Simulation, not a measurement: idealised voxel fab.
Process module heading - voxel gate over fins
cross-section cut | 220 nm wide | cells 5 nm
Bands, listed from the top down, are how a cross-section gets written in this document; the cross-section itself is a grid of square cells, and a band is one or more rows of them. What a band's entry tells you: where the top is and where the bottom is, as heights in nm, and after that what lies inside, material by material from left to right, each with its width in nm. Empty space is written as the word "air", and a single material marked with the word "everywhere" occupies the band from edge to edge. Convention: height 0 is the level below which the wafer, as received, is all one material. The lowest band does not terminate at the bottom but continues downward, represented as "0 and below". The expression "30..40" gives the width at the extremes of the band, the first number at its top row of cells and the second at its bottom row, with the width changing by equal amounts from each row to the next in between. Given "stayed the same" for a step, no cell of the cross-section differs between before and after that step. In the "Enclosed empty spaces" entry, you get each enclosed empty space of 8 cells or more, one with no open way to the top, written width x height at distance, distance from the left edge, in nm. Past the settings on a step's line: simulator remark, on that step. Among the settings permitted on a step's line is "overlay nm"; applied to a step with a mask, it specifies the extent to which the mask lay to the right of its planned position, whereas a negative figure signifies a position to the left.
This section lists the process steps that were planned
1) RECEIVE (material Si)
2) CONFORMAL_DEP (material SiN; thk nm 5)
3) DIRECTIONAL_DEP (material aC; thk nm 15)
4) PATTERN (tone cover; mask id FINS; material resist; width nm 15; pitch nm 45; thk nm 30; overlay nm 0)
5) DIRECTIONAL_ETCH (etch materials aC; depth nm 15)
6) STRIP (etch materials resist)
7) DIRECTIONAL_ETCH (etch materials SiN; depth nm 5)
8) DIRECTIONAL_ETCH (etch materials Si; depth nm 40)
9) STRIP (etch materials aC)
10) OXIDIZE (depth nm 5)
11) FILL_DEP (material SiO2; thk nm 10)
12) CMP (height nm 5)
13) SELECTIVE_ETCH (etch materials SiO2; depth nm 20)
14) STRIP (etch materials SiN)
15) CONFORMAL_DEP (material HfO2; thk nm 5)
16) CONFORMAL_DEP (material TiN; thk nm 5)
17) FILL_DEP (material W; thk nm 15)
18) CMP (height nm 20)
19) CONFORMAL_DEP (material SiCN; thk nm 5)
First of two wafers - as planned
Cross-section: wafer on arrival = after step 1
  0 and below  Si everywhere
  Enclosed empty spaces: none
Step 2 done - wafer cross-section
  5 down to 0  SiN everywhere
  below 0: unchanged
Step 3 done - wafer cross-section
  20 down to 5  aC everywhere
  below 5: unchanged
Step 4 done - wafer cross-section
  50 down to 20  air (55) | resist (15) | air (30) | resist (15) | air (30) | resist (15) | air (60)
  below 20: unchanged
Step 5 done - wafer cross-section
  35 down to 20  air (55) | resist (15) | air (30) | resist (15) | air (30) | resist (15) | air (60)
  20 down to 5  air (55) | aC (15) | air (30) | aC (15) | air (30) | aC (15) | air (60)
  below 5: unchanged
Step 6 done - wafer cross-section
  20 down to 5  air (55) | aC (15) | air (30) | aC (15) | air (30) | aC (15) | air (60)
  below 5: unchanged
Step 7 done - wafer cross-section
  20 down to 5  air (55) | aC (15) | air (30) | aC (15) | air (30) | aC (15) | air (60)
  5 down to 0  air (55) | SiN (15) | air (30) | SiN (15) | air (30) | SiN (15) | air (60)
  below 0: unchanged
Step 8 done - wafer cross-section
  20 down to 5  air (55) | aC (15) | air (30) | aC (15) | air (30) | aC (15) | air (60)
  5 down to 0  air (55) | SiN (15) | air (30) | SiN (15) | air (30) | SiN (15) | air (60)
  0 down to -40  air (55) | Si (15) | air (30) | Si (15) | air (30) | Si (15) | air (60)
  below -40: unchanged
Step 9 done - wafer cross-section
  5 down to 0  air (55) | SiN (15) | air (30) | SiN (15) | air (30) | SiN (15) | air (60)
  below 0: unchanged
Step 10 done - wafer cross-section
  5 down to 0  air (55) | SiN (15) | air (30) | SiN (15) | air (30) | SiN (15) | air (60)
  0 down to -40  air (55) | SiO2 (5) | Si (5) | SiO2 (5) | air (30) | SiO2 (5) | Si (5) | SiO2 (5) | air (30) | SiO2 (5) | Si (5) | SiO2 (5) | air (60)
  -40 down to -45  SiO2 (60) | Si (5) | SiO2 (40) | Si (5) | SiO2 (40) | Si (5) | SiO2 (65)
  below -45: unchanged
Step 11 done - wafer cross-section
  15 down to 5  SiO2 everywhere
  5 down to 0  SiO2 (55) | SiN (15) | SiO2 (30) | SiN (15) | SiO2 (30) | SiN (15) | SiO2 (60)
  0 down to -45  SiO2 (60) | Si (5) | SiO2 (40) | Si (5) | SiO2 (40) | Si (5) | SiO2 (65)
  below -45: unchanged
Step 12 done - wafer cross-section
  5 down to 0  SiO2 (55) | SiN (15) | SiO2 (30) | SiN (15) | SiO2 (30) | SiN (15) | SiO2 (60)
  below 0: unchanged
Step 13 done - wafer cross-section
  5 down to 0  air (55) | SiN (15) | air (30) | SiN (15) | air (30) | SiN (15) | air (60)
  0 down to -15  air (60) | Si (5) | air (40) | Si (5) | air (40) | Si (5) | air (65)
  below -15: unchanged
Step 14 done - wafer cross-section
  0 down to -15  air (60) | Si (5) | air (40) | Si (5) | air (40) | Si (5) | air (65)
  below -15: unchanged
Step 15 done - wafer cross-section
  5 down to 0  air (55) | HfO2 (15) | air (30) | HfO2 (15) | air (30) | HfO2 (15) | air (60)
  0 down to -10  air (55) | HfO2 (5) | Si (5) | HfO2 (5) | air (30) | HfO2 (5) | Si (5) | HfO2 (5) | air (30) | HfO2 (5) | Si (5) | HfO2 (5) | air (60)
  -10 down to -15  HfO2 (60) | Si (5) | HfO2 (40) | Si (5) | HfO2 (40) | Si (5) | HfO2 (65)
  below -15: unchanged
Step 16 done - wafer cross-section
  10 down to 5  air (50) | TiN (25) | air (20) | TiN (25) | air (20) | TiN (25) | air (55)
  5 down to 0  air (50) | TiN (5) | HfO2 (15) | TiN (5) | air (20) | TiN (5) | HfO2 (15) | TiN (5) | air (20) | TiN (5) | HfO2 (15) | TiN (5) | air (55)
  0 down to -5  air (50) | TiN (5) | HfO2 (5) | Si (5) | HfO2 (5) | TiN (5) | air (20) | TiN (5) | HfO2 (5) | Si (5) | HfO2 (5) | TiN (5) | air (20) | TiN (5) | HfO2 (5) | Si (5) | HfO2 (5) | TiN (5) | air (55)
  -5 down to -10  TiN (55) | HfO2 (5) | Si (5) | HfO2 (5) | TiN (30) | HfO2 (5) | Si (5) | HfO2 (5) | TiN (30) | HfO2 (5) | Si (5) | HfO2 (5) | TiN (60)
  below -10: unchanged
Step 17 done - wafer cross-section
  25 down to 10  W everywhere
  10 down to 5  W (50) | TiN (25) | W (20) | TiN (25) | W (20) | TiN (25) | W (55)
  5 down to 0  W (50) | TiN (5) | HfO2 (15) | TiN (5) | W (20) | TiN (5) | HfO2 (15) | TiN (5) | W (20) | TiN (5) | HfO2 (15) | TiN (5) | W (55)
  0 down to -5  W (50) | TiN (5) | HfO2 (5) | Si (5) | HfO2 (5) | TiN (5) | W (20) | TiN (5) | HfO2 (5) | Si (5) | HfO2 (5) | TiN (5) | W (20) | TiN (5) | HfO2 (5) | Si (5) | HfO2 (5) | TiN (5) | W (55)
  below -5: unchanged
Step 18 done - wafer cross-section
  20 down to 10  W everywhere
  below 10: unchanged
Step 19 done - wafer cross-section
  25 down to 20  SiCN everywhere
  below 20: unchanged
Second wafer, same starting state and plan as the first, one mistake in the run, identical through step 3
Cross-section: second wafer, time at which step 4 was scheduled to end
  50 down to 20  resist (55) | air (15) | resist (30) | air (15) | resist (30) | air (15) | resist (60)
  below 20: unchanged
Cross-section: second wafer, time at which step 5 was scheduled to end
  35 down to 20  resist (55) | air (15) | resist (30) | air (15) | resist (30) | air (15) | resist (60)
  20 down to 5  aC (55) | air (15) | aC (30) | air (15) | aC (30) | air (15) | aC (60)
  below 5: unchanged
Cross-section: second wafer, time at which step 6 was scheduled to end
  20 down to 5  aC (55) | air (15) | aC (30) | air (15) | aC (30) | air (15) | aC (60)
  below 5: unchanged
Cross-section: second wafer, time at which step 7 was scheduled to end
  20 down to 5  aC (55) | air (15) | aC (30) | air (15) | aC (30) | air (15) | aC (60)
  5 down to 0  SiN (55) | air (15) | SiN (30) | air (15) | SiN (30) | air (15) | SiN (60)
  below 0: unchanged
Cross-section: second wafer, time at which step 8 was scheduled to end
  20 down to 5  aC (55) | air (15) | aC (30) | air (15) | aC (30) | air (15) | aC (60)
  5 down to 0  SiN (55) | air (15) | SiN (30) | air (15) | SiN (30) | air (15) | SiN (60)
  0 down to -40  Si (55) | air (15) | Si (30) | air (15) | Si (30) | air (15) | Si (60)
  below -40: unchanged
Cross-section: second wafer, time at which step 9 was scheduled to end
  5 down to 0  SiN (55) | air (15) | SiN (30) | air (15) | SiN (30) | air (15) | SiN (60)
  below 0: unchanged
Cross-section: second wafer, time at which step 10 was scheduled to end
  5 down to 0  SiN (55) | air (15) | SiN (30) | air (15) | SiN (30) | air (15) | SiN (60)
  0 down to -40  Si (50) | SiO2 (5) | air (15) | SiO2 (5) | Si (20) | SiO2 (5) | air (15) | SiO2 (5) | Si (20) | SiO2 (5) | air (15) | SiO2 (5) | Si (55)
  -40 down to -45  Si (50) | SiO2 (25) | Si (20) | SiO2 (25) | Si (20) | SiO2 (25) | Si (55)
  below -45: unchanged
Cross-section: second wafer, time at which step 11 was scheduled to end
  15 down to 5  SiO2 everywhere
  5 down to 0  SiN (55) | SiO2 (15) | SiN (30) | SiO2 (15) | SiN (30) | SiO2 (15) | SiN (60)
  0 down to -45  Si (50) | SiO2 (25) | Si (20) | SiO2 (25) | Si (20) | SiO2 (25) | Si (55)
  below -45: unchanged
Cross-section: second wafer, time at which step 12 was scheduled to end
  5 down to 0  SiN (55) | SiO2 (15) | SiN (30) | SiO2 (15) | SiN (30) | SiO2 (15) | SiN (60)
  below 0: unchanged
Cross-section: second wafer, time at which step 13 was scheduled to end
  5 down to 0  SiN (55) | air (15) | SiN (30) | air (15) | SiN (30) | air (15) | SiN (60)
  0 down to -15  Si (50) | air (25) | Si (20) | air (25) | Si (20) | air (25) | Si (55)
  below -15: unchanged
Cross-section: second wafer, time at which step 14 was scheduled to end
  0 down to -15  Si (50) | air (25) | Si (20) | air (25) | Si (20) | air (25) | Si (55)
  below -15: unchanged
Cross-section: second wafer, time at which step 15 was scheduled to end
  5 down to 0  HfO2 (55) | air (15) | HfO2 (30) | air (15) | HfO2 (30) | air (15) | HfO2 (60)
  0 down to -10  Si (50) | HfO2 (5) | air (15) | HfO2 (5) | Si (20) | HfO2 (5) | air (15) | HfO2 (5) | Si (20) | HfO2 (5) | air (15) | HfO2 (5) | Si (55)
  -10 down to -15  Si (50) | HfO2 (25) | Si (20) | HfO2 (25) | Si (20) | HfO2 (25) | Si (55)
  below -15: unchanged
Cross-section: second wafer, time at which step 16 was scheduled to end
  10 down to 5  TiN (60) | air (5) | TiN (40) | air (5) | TiN (40) | air (5) | TiN (65)
  5 down to 0  HfO2 (55) | TiN (5) | air (5) | TiN (5) | HfO2 (30) | TiN (5) | air (5) | TiN (5) | HfO2 (30) | TiN (5) | air (5) | TiN (5) | HfO2 (60)
  0 down to -5  Si (50) | HfO2 (5) | TiN (5) | air (5) | TiN (5) | HfO2 (5) | Si (20) | HfO2 (5) | TiN (5) | air (5) | TiN (5) | HfO2 (5) | Si (20) | HfO2 (5) | TiN (5) | air (5) | TiN (5) | HfO2 (5) | Si (55)
  -5 down to -10  Si (50) | HfO2 (5) | TiN (15) | HfO2 (5) | Si (20) | HfO2 (5) | TiN (15) | HfO2 (5) | Si (20) | HfO2 (5) | TiN (15) | HfO2 (5) | Si (55)
  below -10: unchanged
Cross-section: second wafer, time at which step 17 was scheduled to end
  25 down to 10  W everywhere
  10 down to 5  TiN (60) | W (5) | TiN (40) | W (5) | TiN (40) | W (5) | TiN (65)
  5 down to 0  HfO2 (55) | TiN (5) | W (5) | TiN (5) | HfO2 (30) | TiN (5) | W (5) | TiN (5) | HfO2 (30) | TiN (5) | W (5) | TiN (5) | HfO2 (60)
  0 down to -5  Si (50) | HfO2 (5) | TiN (5) | W (5) | TiN (5) | HfO2 (5) | Si (20) | HfO2 (5) | TiN (5) | W (5) | TiN (5) | HfO2 (5) | Si (20) | HfO2 (5) | TiN (5) | W (5) | TiN (5) | HfO2 (5) | Si (55)
  below -5: unchanged
Cross-section: second wafer, time at which step 18 was scheduled to end
  20 down to 10  W everywhere
  below 10: unchanged
Cross-section: second wafer, time at which step 19 was scheduled to end
  25 down to 20  SiCN everywhere
  below 20: unchanged
Plan not followed: rather than as planned, step 4 actually ran as PATTERN (tone open; mask id FINS; material resist; width nm 15; pitch nm 45; thk nm 30; overlay nm 0)
at the end the second wafer has, in cells: Si +234; SiO2 -156; W -78
